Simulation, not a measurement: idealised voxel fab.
The document below concerns the process module designated voxel capacitor over wiring.
Pictured: cross-section cut, 270 nm wide, on a grid of 5 nm square cells.
Format of a cross-section: grid, square cells. Given as bands. Order: top down. Band: one or more rows of cells. Top height, bottom height, nm. Materials left to right, width each, nm. Single material + "throughout" = fills band edge to edge. "empty" = empty. Height datum 0, below which the as-received substrate wafer is one material. Lowest band open at the bottom, running downward: "0 -> down". Top row gets the first number, bottom row gets the second, and each row in between changes by the same step: that is how a band width like "30->40" works. The designation "nothing got changed", where it is given for a processing step, indicates that no cell of the cross-section was altered in the course of that step. Enclosed voids (no open way to top), threshold 8 cells or more, entry "Enclosed internal cavities", notation width x height at distance, distance from left edge, nm. Past the settings on a step's line: simulator remark, on that step. Each step line may optionally specify "overlay nm", which for a step with a mask gives the rightward distance between the mask's planned place and where it lay, a negative value indicating the leftward direction.
PLANNED STEP LIST FOR THE PROCESS
1,RECEIVE,material Si
2,CONFORMAL_DEP,material SiO2,thk nm 10
3,CONFORMAL_DEP,material SiN,thk nm 5
4,DIRECTIONAL_DEP,material SiO2,thk nm 20
5,MASKED_ETCH,tone open,mask id METAL_1,width nm 20,pitch nm 85,etch materials SiO2,depth nm 20,overlay nm 0
6,MASKED_ETCH,tone open,mask id METAL_1,width nm 20,pitch nm 85,etch materials SiN,depth nm 5,overlay nm 0
7,CONFORMAL_DEP,material TiN,thk nm 5
8,FILL_DEP,material Cu,thk nm 10
9,CMP,height nm 35
10,CONFORMAL_DEP,material SiCN,thk nm 5
11,DIRECTIONAL_DEP,material lowk,thk nm 20
12,DIRECTIONAL_DEP,material aC,thk nm 15
13,PATTERN,tone open,mask id PLUG_1,material resist,width nm 15,thk nm 35,overlay nm 0
14,DIRECTIONAL_ETCH,etch materials aC,depth nm 15
15,STRIP,etch materials resist
16,DIRECTIONAL_ETCH,etch materials lowk,depth nm 20
17,DIRECTIONAL_ETCH,etch materials SiCN,depth nm 5
18,STRIP,etch materials aC
19,CONFORMAL_DEP,material TiN,thk nm 5
20,FILL_DEP,material Ru,thk nm 5
21,CMP,height nm 60
22,DIRECTIONAL_DEP,material TiN,thk nm 10
23,DIRECTIONAL_DEP,material HfO2,thk nm 5
24,DIRECTIONAL_DEP,material TiN,thk nm 5
25,DIRECTIONAL_DEP,material aC,thk nm 10
26,PATTERN,tone cover,mask id UPPER_PLATE,material resist,width nm 70,thk nm 25,overlay nm 0
27,DIRECTIONAL_ETCH,etch materials aC,depth nm 10
28,STRIP,etch materials resist
29,DIRECTIONAL_ETCH,etch materials TiN,depth nm 5
30,DIRECTIONAL_ETCH,etch materials HfO2,depth nm 5
31,STRIP,etch materials aC
32,DIRECTIONAL_DEP,material aC,thk nm 15
33,PATTERN,tone cover,mask id LOWER_PLATE,material resist,width nm 80,thk nm 30,overlay nm 0
34,DIRECTIONAL_ETCH,etch materials aC,depth nm 15
35,STRIP,etch materials resist
36,DIRECTIONAL_ETCH,etch materials TiN,depth nm 10
37,STRIP,etch materials aC
38,FILL_DEP,material SiO2,thk nm 20
39,CMP,height nm 95
40,PATTERN,tone open,mask id PLUG_2,material resist,width nm 15,thk nm 15,overlay nm 0
41,DIRECTIONAL_ETCH,etch materials SiO2,depth nm 15
42,STRIP,etch materials resist
43,CONFORMAL_DEP,material TiN,thk nm 5
44,FILL_DEP,material Cu,thk nm 10
45,CMP,height nm 95
46,CONFORMAL_DEP,material SiCN,thk nm 5
FIRST WAFER OUT OF TWO, PROCESSED AS PLANNED
CROSS-SECTION OF THE WAFER AS IT CAME TO US, I.E., ALREADY THROUGH STEP 1
0 -> down | Si throughout
Enclosed internal cavities: none
WAFER SECTION VIEW AFTER PROCESSING STEP 2
10 -> 0 | SiO2 throughout
Rest of section, below 0: as before.
WAFER SECTION VIEW AFTER PROCESSING STEP 3
15 -> 10 | SiN throughout
Rest of section, below 10: as before.
WAFER SECTION VIEW AFTER PROCESSING STEP 4
35 -> 15 | SiO2 throughout
Rest of section, below 15: as before.
WAFER SECTION VIEW AFTER PROCESSING STEP 5
35 -> 15 | 80 nm SiO2, then 20 nm empty, then 65 nm SiO2, then 20 nm empty, then 85 nm SiO2
Rest of section, below 15: as before.
WAFER SECTION VIEW AFTER PROCESSING STEP 6
35 -> 15 | 80 nm SiO2, then 20 nm empty, then 65 nm SiO2, then 20 nm empty, then 85 nm SiO2
15 -> 10 | 80 nm SiN, then 20 nm empty, then 65 nm SiN, then 20 nm empty, then 85 nm SiN
Rest of section, below 10: as before.
WAFER SECTION VIEW AFTER PROCESSING STEP 7
40 -> 35 | 85 nm TiN, then 10 nm empty, then 75 nm TiN, then 10 nm empty, then 90 nm TiN
35 -> 15 | 80 nm SiO2, then 5 nm TiN, then 10 nm empty, then 5 nm TiN, then 65 nm SiO2, then 5 nm TiN, then 10 nm empty, then 5 nm TiN, then 85 nm SiO2
15 -> 10 | 80 nm SiN, then 20 nm TiN, then 65 nm SiN, then 20 nm TiN, then 85 nm SiN
Rest of section, below 10: as before.
WAFER SECTION VIEW AFTER PROCESSING STEP 8
50 -> 40 | Cu throughout
40 -> 35 | 85 nm TiN, then 10 nm Cu, then 75 nm TiN, then 10 nm Cu, then 90 nm TiN
35 -> 15 | 80 nm SiO2, then 5 nm TiN, then 10 nm Cu, then 5 nm TiN, then 65 nm SiO2, then 5 nm TiN, then 10 nm Cu, then 5 nm TiN, then 85 nm SiO2
Rest of section, below 15: as before.
WAFER SECTION VIEW AFTER PROCESSING STEP 9
35 -> 15 | 80 nm SiO2, then 5 nm TiN, then 10 nm Cu, then 5 nm TiN, then 65 nm SiO2, then 5 nm TiN, then 10 nm Cu, then 5 nm TiN, then 85 nm SiO2
Rest of section, below 15: as before.
WAFER SECTION VIEW AFTER PROCESSING STEP 10
40 -> 35 | SiCN throughout
Rest of section, below 35: as before.
WAFER SECTION VIEW AFTER PROCESSING STEP 11
60 -> 40 | lowk throughout
Rest of section, below 40: as before.
WAFER SECTION VIEW AFTER PROCESSING STEP 12
75 -> 60 | aC throughout
Rest of section, below 60: as before.
WAFER SECTION VIEW AFTER PROCESSING STEP 13
110 -> 75 | 85 nm resist, then 15 nm empty, then 170 nm resist
Rest of section, below 75: as before.
WAFER SECTION VIEW AFTER PROCESSING STEP 14
95 -> 75 | 85 nm resist, then 15 nm empty, then 170 nm resist
75 -> 60 | 85 nm aC, then 15 nm empty, then 170 nm aC
Rest of section, below 60: as before.
WAFER SECTION VIEW AFTER PROCESSING STEP 15
75 -> 60 | 85 nm aC, then 15 nm empty, then 170 nm aC
Rest of section, below 60: as before.
WAFER SECTION VIEW AFTER PROCESSING STEP 16
75 -> 60 | 85 nm aC, then 15 nm empty, then 170 nm aC
60 -> 40 | 85 nm lowk, then 15 nm empty, then 170 nm lowk
Rest of section, below 40: as before.
WAFER SECTION VIEW AFTER PROCESSING STEP 17
75 -> 60 | 85 nm aC, then 15 nm empty, then 170 nm aC
60 -> 40 | 85 nm lowk, then 15 nm empty, then 170 nm lowk
40 -> 35 | 85 nm SiCN, then 15 nm empty, then 170 nm SiCN
Rest of section, below 35: as before.
WAFER SECTION VIEW AFTER PROCESSING STEP 18
60 -> 40 | 85 nm lowk, then 15 nm empty, then 170 nm lowk
Rest of section, below 40: as before.
WAFER SECTION VIEW AFTER PROCESSING STEP 19
65 -> 60 | 90 nm TiN, then 5 nm empty, then 175 nm TiN
60 -> 40 | 85 nm lowk, then 5 nm TiN, then 5 nm empty, then 5 nm TiN, then 170 nm lowk
40 -> 35 | 85 nm SiCN, then 15 nm TiN, then 170 nm SiCN
Rest of section, below 35: as before.
WAFER SECTION VIEW AFTER PROCESSING STEP 20
70 -> 65 | Ru throughout
65 -> 60 | 90 nm TiN, then 5 nm Ru, then 175 nm TiN
60 -> 40 | 85 nm lowk, then 5 nm TiN, then 5 nm Ru, then 5 nm TiN, then 170 nm lowk
Rest of section, below 40: as before.
WAFER SECTION VIEW AFTER PROCESSING STEP 21
60 -> 40 | 85 nm lowk, then 5 nm TiN, then 5 nm Ru, then 5 nm TiN, then 170 nm lowk
Rest of section, below 40: as before.
WAFER SECTION VIEW AFTER PROCESSING STEP 22
70 -> 60 | TiN throughout
Rest of section, below 60: as before.
WAFER SECTION VIEW AFTER PROCESSING STEP 23
75 -> 70 | HfO2 throughout
Rest of section, below 70: as before.
WAFER SECTION VIEW AFTER PROCESSING STEP 24
80 -> 75 | TiN throughout
Rest of section, below 75: as before.
WAFER SECTION VIEW AFTER PROCESSING STEP 25
90 -> 80 | aC throughout
Rest of section, below 80: as before.
WAFER SECTION VIEW AFTER PROCESSING STEP 26
115 -> 90 | 85 nm empty, then 70 nm resist, then 115 nm empty
Rest of section, below 90: as before.
WAFER SECTION VIEW AFTER PROCESSING STEP 27
105 -> 90 | 85 nm empty, then 70 nm resist, then 115 nm empty
90 -> 80 | 85 nm empty, then 70 nm aC, then 115 nm empty
Rest of section, below 80: as before.
WAFER SECTION VIEW AFTER PROCESSING STEP 28
90 -> 80 | 85 nm empty, then 70 nm aC, then 115 nm empty
Rest of section, below 80: as before.
WAFER SECTION VIEW AFTER PROCESSING STEP 29
90 -> 80 | 85 nm empty, then 70 nm aC, then 115 nm empty
80 -> 75 | 85 nm empty, then 70 nm TiN, then 115 nm empty
Rest of section, below 75: as before.
WAFER SECTION VIEW AFTER PROCESSING STEP 30
90 -> 80 | 85 nm empty, then 70 nm aC, then 115 nm empty
80 -> 75 | 85 nm empty, then 70 nm TiN, then 115 nm empty
75 -> 70 | 85 nm empty, then 70 nm HfO2, then 115 nm empty
Rest of section, below 70: as before.
WAFER SECTION VIEW AFTER PROCESSING STEP 31
80 -> 75 | 85 nm empty, then 70 nm TiN, then 115 nm empty
Rest of section, below 75: as before.
WAFER SECTION VIEW AFTER PROCESSING STEP 32
95 -> 85 | 85 nm empty, then 70 nm aC, then 115 nm empty
85 -> 80 | aC throughout
80 -> 75 | 85 nm aC, then 70 nm TiN, then 115 nm aC
75 -> 70 | 85 nm aC, then 70 nm HfO2, then 115 nm aC
Rest of section, below 70: as before.
WAFER SECTION VIEW AFTER PROCESSING STEP 33
125 -> 95 | 80 nm empty, then 80 nm resist, then 110 nm empty
95 -> 85 | 80 nm empty, then 5 nm resist, then 70 nm aC, then 5 nm resist, then 110 nm empty
Rest of section, below 85: as before.
WAFER SECTION VIEW AFTER PROCESSING STEP 34
110 -> 95 | 80 nm empty, then 80 nm resist, then 110 nm empty
95 -> 85 | 80 nm empty, then 5 nm resist, then 70 nm aC, then 5 nm resist, then 110 nm empty
85 -> 80 | 80 nm empty, then 80 nm aC, then 110 nm empty
80 -> 75 | 80 nm empty, then 5 nm aC, then 70 nm TiN, then 5 nm aC, then 110 nm empty
75 -> 70 | 80 nm empty, then 5 nm aC, then 70 nm HfO2, then 5 nm aC, then 110 nm empty
Rest of section, below 70: as before.
WAFER SECTION VIEW AFTER PROCESSING STEP 35
95 -> 85 | 85 nm empty, then 70 nm aC, then 115 nm empty
Rest of section, below 85: as before.
WAFER SECTION VIEW AFTER PROCESSING STEP 36
95 -> 85 | 85 nm empty, then 70 nm aC, then 115 nm empty
85 -> 80 | 80 nm empty, then 80 nm aC, then 110 nm empty
80 -> 75 | 80 nm empty, then 5 nm aC, then 70 nm TiN, then 5 nm aC, then 110 nm empty
75 -> 70 | 80 nm empty, then 5 nm aC, then 70 nm HfO2, then 5 nm aC, then 110 nm empty
70 -> 60 | 80 nm empty, then 80 nm TiN, then 110 nm empty
Rest of section, below 60: as before.
WAFER SECTION VIEW AFTER PROCESSING STEP 37
80 -> 75 | 85 nm empty, then 70 nm TiN, then 115 nm empty
75 -> 70 | 85 nm empty, then 70 nm HfO2, then 115 nm empty
Rest of section, below 70: as before.
WAFER SECTION VIEW AFTER PROCESSING STEP 38
100 -> 80 | SiO2 throughout
80 -> 75 | 85 nm SiO2, then 70 nm TiN, then 115 nm SiO2
75 -> 70 | 85 nm SiO2, then 70 nm HfO2, then 115 nm SiO2
70 -> 60 | 80 nm SiO2, then 80 nm TiN, then 110 nm SiO2
Rest of section, below 60: as before.
WAFER SECTION VIEW AFTER PROCESSING STEP 39
95 -> 80 | SiO2 throughout
Rest of section, below 80: as before.
WAFER SECTION VIEW AFTER PROCESSING STEP 40
110 -> 95 | 95 nm resist, then 15 nm empty, then 160 nm resist
Rest of section, below 95: as before.
WAFER SECTION VIEW AFTER PROCESSING STEP 41
110 -> 95 | 95 nm resist, then 15 nm empty, then 160 nm resist
95 -> 80 | 95 nm SiO2, then 15 nm empty, then 160 nm SiO2
Rest of section, below 80: as before.
WAFER SECTION VIEW AFTER PROCESSING STEP 42
95 -> 80 | 95 nm SiO2, then 15 nm empty, then 160 nm SiO2
Rest of section, below 80: as before.
WAFER SECTION VIEW AFTER PROCESSING STEP 43
100 -> 95 | 100 nm TiN, then 5 nm empty, then 165 nm TiN
95 -> 85 | 95 nm SiO2, then 5 nm TiN, then 5 nm empty, then 5 nm TiN, then 160 nm SiO2
85 -> 75 | 95->85 nm SiO2, then 15->70 nm TiN, then 160->115 nm SiO2
Rest of section, below 75: as before.
WAFER SECTION VIEW AFTER PROCESSING STEP 44
110 -> 100 | Cu throughout
100 -> 95 | 100 nm TiN, then 5 nm Cu, then 165 nm TiN
95 -> 85 | 95 nm SiO2, then 5 nm TiN, then 5 nm Cu, then 5 nm TiN, then 160 nm SiO2
Rest of section, below 85: as before.
WAFER SECTION VIEW AFTER PROCESSING STEP 45
95 -> 85 | 95 nm SiO2, then 5 nm TiN, then 5 nm Cu, then 5 nm TiN, then 160 nm SiO2
Rest of section, below 85: as before.
WAFER SECTION VIEW AFTER PROCESSING STEP 46
100 -> 95 | SiCN throughout
Rest of section, below 95: as before.
WAFER TWO OF TWO - SAME STARTING POINT, SAME PROCESS PLAN, ONE MISTAKE IN EXECUTION; MATCHES WAFER ONE UP TO AND INCLUDING STEP 1
HERE IS THE SECOND WAFER IN CROSS-SECTION AT THE POINT WHERE STEP 2 OF THE PLAN SHOULD HAVE BEEN DONE
5 -> 0 | SiN throughout
Rest of section, below 0: as before.
HERE IS THE SECOND WAFER IN CROSS-SECTION AT THE POINT WHERE STEP 3 OF THE PLAN SHOULD HAVE BEEN DONE
15 -> 5 | SiO2 throughout
Rest of section, below 5: as before.
HERE IS THE SECOND WAFER IN CROSS-SECTION AT THE POINT WHERE STEP 4 OF THE PLAN SHOULD HAVE BEEN DONE
35 -> 5 | SiO2 throughout
Rest of section, below 5: as before.
HERE IS THE SECOND WAFER IN CROSS-SECTION AT THE POINT WHERE STEP 5 OF THE PLAN SHOULD HAVE BEEN DONE
35 -> 15 | 80 nm SiO2, then 20 nm empty, then 65 nm SiO2, then 20 nm empty, then 85 nm SiO2
Rest of section, below 15: as before.
Here is the second wafer in cross-section at the point where step 6 of the plan should have been done: nothing got changed
HERE IS THE SECOND WAFER IN CROSS-SECTION AT THE POINT WHERE STEP 7 OF THE PLAN SHOULD HAVE BEEN DONE
40 -> 35 | 85 nm TiN, then 10 nm empty, then 75 nm TiN, then 10 nm empty, then 90 nm TiN
35 -> 20 | 80 nm SiO2, then 5 nm TiN, then 10 nm empty, then 5 nm TiN, then 65 nm SiO2, then 5 nm TiN, then 10 nm empty, then 5 nm TiN, then 85 nm SiO2
20 -> 15 | 80 nm SiO2, then 20 nm TiN, then 65 nm SiO2, then 20 nm TiN, then 85 nm SiO2
Rest of section, below 15: as before.
HERE IS THE SECOND WAFER IN CROSS-SECTION AT THE POINT WHERE STEP 8 OF THE PLAN SHOULD HAVE BEEN DONE
50 -> 40 | Cu throughout
40 -> 35 | 85 nm TiN, then 10 nm Cu, then 75 nm TiN, then 10 nm Cu, then 90 nm TiN
35 -> 20 | 80 nm SiO2, then 5 nm TiN, then 10 nm Cu, then 5 nm TiN, then 65 nm SiO2, then 5 nm TiN, then 10 nm Cu, then 5 nm TiN, then 85 nm SiO2
Rest of section, below 20: as before.
HERE IS THE SECOND WAFER IN CROSS-SECTION AT THE POINT WHERE STEP 9 OF THE PLAN SHOULD HAVE BEEN DONE
35 -> 20 | 80 nm SiO2, then 5 nm TiN, then 10 nm Cu, then 5 nm TiN, then 65 nm SiO2, then 5 nm TiN, then 10 nm Cu, then 5 nm TiN, then 85 nm SiO2
Rest of section, below 20: as before.
HERE IS THE SECOND WAFER IN CROSS-SECTION AT THE POINT WHERE STEP 10 OF THE PLAN SHOULD HAVE BEEN DONE
40 -> 35 | SiCN throughout
Rest of section, below 35: as before.
HERE IS THE SECOND WAFER IN CROSS-SECTION AT THE POINT WHERE STEP 11 OF THE PLAN SHOULD HAVE BEEN DONE
60 -> 40 | lowk throughout
Rest of section, below 40: as before.
HERE IS THE SECOND WAFER IN CROSS-SECTION AT THE POINT WHERE STEP 12 OF THE PLAN SHOULD HAVE BEEN DONE
75 -> 60 | aC throughout
Rest of section, below 60: as before.
HERE IS THE SECOND WAFER IN CROSS-SECTION AT THE POINT WHERE STEP 13 OF THE PLAN SHOULD HAVE BEEN DONE
110 -> 75 | 85 nm resist, then 15 nm empty, then 170 nm resist
Rest of section, below 75: as before.
HERE IS THE SECOND WAFER IN CROSS-SECTION AT THE POINT WHERE STEP 14 OF THE PLAN SHOULD HAVE BEEN DONE
95 -> 75 | 85 nm resist, then 15 nm empty, then 170 nm resist
75 -> 60 | 85 nm aC, then 15 nm empty, then 170 nm aC
Rest of section, below 60: as before.
HERE IS THE SECOND WAFER IN CROSS-SECTION AT THE POINT WHERE STEP 15 OF THE PLAN SHOULD HAVE BEEN DONE
75 -> 60 | 85 nm aC, then 15 nm empty, then 170 nm aC
Rest of section, below 60: as before.
HERE IS THE SECOND WAFER IN CROSS-SECTION AT THE POINT WHERE STEP 16 OF THE PLAN SHOULD HAVE BEEN DONE
75 -> 60 | 85 nm aC, then 15 nm empty, then 170 nm aC
60 -> 40 | 85 nm lowk, then 15 nm empty, then 170 nm lowk
Rest of section, below 40: as before.
HERE IS THE SECOND WAFER IN CROSS-SECTION AT THE POINT WHERE STEP 17 OF THE PLAN SHOULD HAVE BEEN DONE
75 -> 60 | 85 nm aC, then 15 nm empty, then 170 nm aC
60 -> 40 | 85 nm lowk, then 15 nm empty, then 170 nm lowk
40 -> 35 | 85 nm SiCN, then 15 nm empty, then 170 nm SiCN
Rest of section, below 35: as before.
HERE IS THE SECOND WAFER IN CROSS-SECTION AT THE POINT WHERE STEP 18 OF THE PLAN SHOULD HAVE BEEN DONE
60 -> 40 | 85 nm lowk, then 15 nm empty, then 170 nm lowk
Rest of section, below 40: as before.
HERE IS THE SECOND WAFER IN CROSS-SECTION AT THE POINT WHERE STEP 19 OF THE PLAN SHOULD HAVE BEEN DONE
65 -> 60 | 90 nm TiN, then 5 nm empty, then 175 nm TiN
60 -> 40 | 85 nm lowk, then 5 nm TiN, then 5 nm empty, then 5 nm TiN, then 170 nm lowk
40 -> 35 | 85 nm SiCN, then 15 nm TiN, then 170 nm SiCN
Rest of section, below 35: as before.
HERE IS THE SECOND WAFER IN CROSS-SECTION AT THE POINT WHERE STEP 20 OF THE PLAN SHOULD HAVE BEEN DONE
70 -> 65 | Ru throughout
65 -> 60 | 90 nm TiN, then 5 nm Ru, then 175 nm TiN
60 -> 40 | 85 nm lowk, then 5 nm TiN, then 5 nm Ru, then 5 nm TiN, then 170 nm lowk
Rest of section, below 40: as before.
HERE IS THE SECOND WAFER IN CROSS-SECTION AT THE POINT WHERE STEP 21 OF THE PLAN SHOULD HAVE BEEN DONE
60 -> 40 | 85 nm lowk, then 5 nm TiN, then 5 nm Ru, then 5 nm TiN, then 170 nm lowk
Rest of section, below 40: as before.
HERE IS THE SECOND WAFER IN CROSS-SECTION AT THE POINT WHERE STEP 22 OF THE PLAN SHOULD HAVE BEEN DONE
70 -> 60 | TiN throughout
Rest of section, below 60: as before.
HERE IS THE SECOND WAFER IN CROSS-SECTION AT THE POINT WHERE STEP 23 OF THE PLAN SHOULD HAVE BEEN DONE
75 -> 70 | HfO2 throughout
Rest of section, below 70: as before.
HERE IS THE SECOND WAFER IN CROSS-SECTION AT THE POINT WHERE STEP 24 OF THE PLAN SHOULD HAVE BEEN DONE
80 -> 75 | TiN throughout
Rest of section, below 75: as before.
HERE IS THE SECOND WAFER IN CROSS-SECTION AT THE POINT WHERE STEP 25 OF THE PLAN SHOULD HAVE BEEN DONE
90 -> 80 | aC throughout
Rest of section, below 80: as before.
HERE IS THE SECOND WAFER IN CROSS-SECTION AT THE POINT WHERE STEP 26 OF THE PLAN SHOULD HAVE BEEN DONE
115 -> 90 | 85 nm empty, then 70 nm resist, then 115 nm empty
Rest of section, below 90: as before.
HERE IS THE SECOND WAFER IN CROSS-SECTION AT THE POINT WHERE STEP 27 OF THE PLAN SHOULD HAVE BEEN DONE
105 -> 90 | 85 nm empty, then 70 nm resist, then 115 nm empty
90 -> 80 | 85 nm empty, then 70 nm aC, then 115 nm empty
Rest of section, below 80: as before.
HERE IS THE SECOND WAFER IN CROSS-SECTION AT THE POINT WHERE STEP 28 OF THE PLAN SHOULD HAVE BEEN DONE
90 -> 80 | 85 nm empty, then 70 nm aC, then 115 nm empty
Rest of section, below 80: as before.
HERE IS THE SECOND WAFER IN CROSS-SECTION AT THE POINT WHERE STEP 29 OF THE PLAN SHOULD HAVE BEEN DONE
90 -> 80 | 85 nm empty, then 70 nm aC, then 115 nm empty
80 -> 75 | 85 nm empty, then 70 nm TiN, then 115 nm empty
Rest of section, below 75: as before.
HERE IS THE SECOND WAFER IN CROSS-SECTION AT THE POINT WHERE STEP 30 OF THE PLAN SHOULD HAVE BEEN DONE
90 -> 80 | 85 nm empty, then 70 nm aC, then 115 nm empty
80 -> 75 | 85 nm empty, then 70 nm TiN, then 115 nm empty
75 -> 70 | 85 nm empty, then 70 nm HfO2, then 115 nm empty
Rest of section, below 70: as before.
HERE IS THE SECOND WAFER IN CROSS-SECTION AT THE POINT WHERE STEP 31 OF THE PLAN SHOULD HAVE BEEN DONE
80 -> 75 | 85 nm empty, then 70 nm TiN, then 115 nm empty
Rest of section, below 75: as before.
HERE IS THE SECOND WAFER IN CROSS-SECTION AT THE POINT WHERE STEP 32 OF THE PLAN SHOULD HAVE BEEN DONE
95 -> 85 | 85 nm empty, then 70 nm aC, then 115 nm empty
85 -> 80 | aC throughout
80 -> 75 | 85 nm aC, then 70 nm TiN, then 115 nm aC
75 -> 70 | 85 nm aC, then 70 nm HfO2, then 115 nm aC
Rest of section, below 70: as before.
HERE IS THE SECOND WAFER IN CROSS-SECTION AT THE POINT WHERE STEP 33 OF THE PLAN SHOULD HAVE BEEN DONE
125 -> 95 | 80 nm empty, then 80 nm resist, then 110 nm empty
95 -> 85 | 80 nm empty, then 5 nm resist, then 70 nm aC, then 5 nm resist, then 110 nm empty
Rest of section, below 85: as before.
HERE IS THE SECOND WAFER IN CROSS-SECTION AT THE POINT WHERE STEP 34 OF THE PLAN SHOULD HAVE BEEN DONE
110 -> 95 | 80 nm empty, then 80 nm resist, then 110 nm empty
95 -> 85 | 80 nm empty, then 5 nm resist, then 70 nm aC, then 5 nm resist, then 110 nm empty
85 -> 80 | 80 nm empty, then 80 nm aC, then 110 nm empty
80 -> 75 | 80 nm empty, then 5 nm aC, then 70 nm TiN, then 5 nm aC, then 110 nm empty
75 -> 70 | 80 nm empty, then 5 nm aC, then 70 nm HfO2, then 5 nm aC, then 110 nm empty
Rest of section, below 70: as before.
HERE IS THE SECOND WAFER IN CROSS-SECTION AT THE POINT WHERE STEP 35 OF THE PLAN SHOULD HAVE BEEN DONE
95 -> 85 | 85 nm empty, then 70 nm aC, then 115 nm empty
Rest of section, below 85: as before.
HERE IS THE SECOND WAFER IN CROSS-SECTION AT THE POINT WHERE STEP 36 OF THE PLAN SHOULD HAVE BEEN DONE
95 -> 85 | 85 nm empty, then 70 nm aC, then 115 nm empty
85 -> 80 | 80 nm empty, then 80 nm aC, then 110 nm empty
80 -> 75 | 80 nm empty, then 5 nm aC, then 70 nm TiN, then 5 nm aC, then 110 nm empty
75 -> 70 | 80 nm empty, then 5 nm aC, then 70 nm HfO2, then 5 nm aC, then 110 nm empty
70 -> 60 | 80 nm empty, then 80 nm TiN, then 110 nm empty
Rest of section, below 60: as before.
HERE IS THE SECOND WAFER IN CROSS-SECTION AT THE POINT WHERE STEP 37 OF THE PLAN SHOULD HAVE BEEN DONE
80 -> 75 | 85 nm empty, then 70 nm TiN, then 115 nm empty
75 -> 70 | 85 nm empty, then 70 nm HfO2, then 115 nm empty
Rest of section, below 70: as before.
HERE IS THE SECOND WAFER IN CROSS-SECTION AT THE POINT WHERE STEP 38 OF THE PLAN SHOULD HAVE BEEN DONE
100 -> 80 | SiO2 throughout
80 -> 75 | 85 nm SiO2, then 70 nm TiN, then 115 nm SiO2
75 -> 70 | 85 nm SiO2, then 70 nm HfO2, then 115 nm SiO2
70 -> 60 | 80 nm SiO2, then 80 nm TiN, then 110 nm SiO2
Rest of section, below 60: as before.
HERE IS THE SECOND WAFER IN CROSS-SECTION AT THE POINT WHERE STEP 39 OF THE PLAN SHOULD HAVE BEEN DONE
95 -> 80 | SiO2 throughout
Rest of section, below 80: as before.
HERE IS THE SECOND WAFER IN CROSS-SECTION AT THE POINT WHERE STEP 40 OF THE PLAN SHOULD HAVE BEEN DONE
110 -> 95 | 95 nm resist, then 15 nm empty, then 160 nm resist
Rest of section, below 95: as before.
HERE IS THE SECOND WAFER IN CROSS-SECTION AT THE POINT WHERE STEP 41 OF THE PLAN SHOULD HAVE BEEN DONE
110 -> 95 | 95 nm resist, then 15 nm empty, then 160 nm resist
95 -> 80 | 95 nm SiO2, then 15 nm empty, then 160 nm SiO2
Rest of section, below 80: as before.
HERE IS THE SECOND WAFER IN CROSS-SECTION AT THE POINT WHERE STEP 42 OF THE PLAN SHOULD HAVE BEEN DONE
95 -> 80 | 95 nm SiO2, then 15 nm empty, then 160 nm SiO2
Rest of section, below 80: as before.
HERE IS THE SECOND WAFER IN CROSS-SECTION AT THE POINT WHERE STEP 43 OF THE PLAN SHOULD HAVE BEEN DONE
100 -> 95 | 100 nm TiN, then 5 nm empty, then 165 nm TiN
95 -> 85 | 95 nm SiO2, then 5 nm TiN, then 5 nm empty, then 5 nm TiN, then 160 nm SiO2
85 -> 75 | 95->85 nm SiO2, then 15->70 nm TiN, then 160->115 nm SiO2
Rest of section, below 75: as before.
HERE IS THE SECOND WAFER IN CROSS-SECTION AT THE POINT WHERE STEP 44 OF THE PLAN SHOULD HAVE BEEN DONE
110 -> 100 | Cu throughout
100 -> 95 | 100 nm TiN, then 5 nm Cu, then 165 nm TiN
95 -> 85 | 95 nm SiO2, then 5 nm TiN, then 5 nm Cu, then 5 nm TiN, then 160 nm SiO2
Rest of section, below 85: as before.
HERE IS THE SECOND WAFER IN CROSS-SECTION AT THE POINT WHERE STEP 45 OF THE PLAN SHOULD HAVE BEEN DONE
95 -> 85 | 95 nm SiO2, then 5 nm TiN, then 5 nm Cu, then 5 nm TiN, then 160 nm SiO2
Rest of section, below 85: as before.
HERE IS THE SECOND WAFER IN CROSS-SECTION AT THE POINT WHERE STEP 46 OF THE PLAN SHOULD HAVE BEEN DONE
100 -> 95 | SiCN throughout
Rest of section, below 95: as before.
Want to know what went wrong? mixed up steps 2 and 3 - ran each in the other's place
The closing comparison, in cells, has the second wafer with more or fewer of some materials than the first: -4 Cu, +8 SiN, -4 TiN
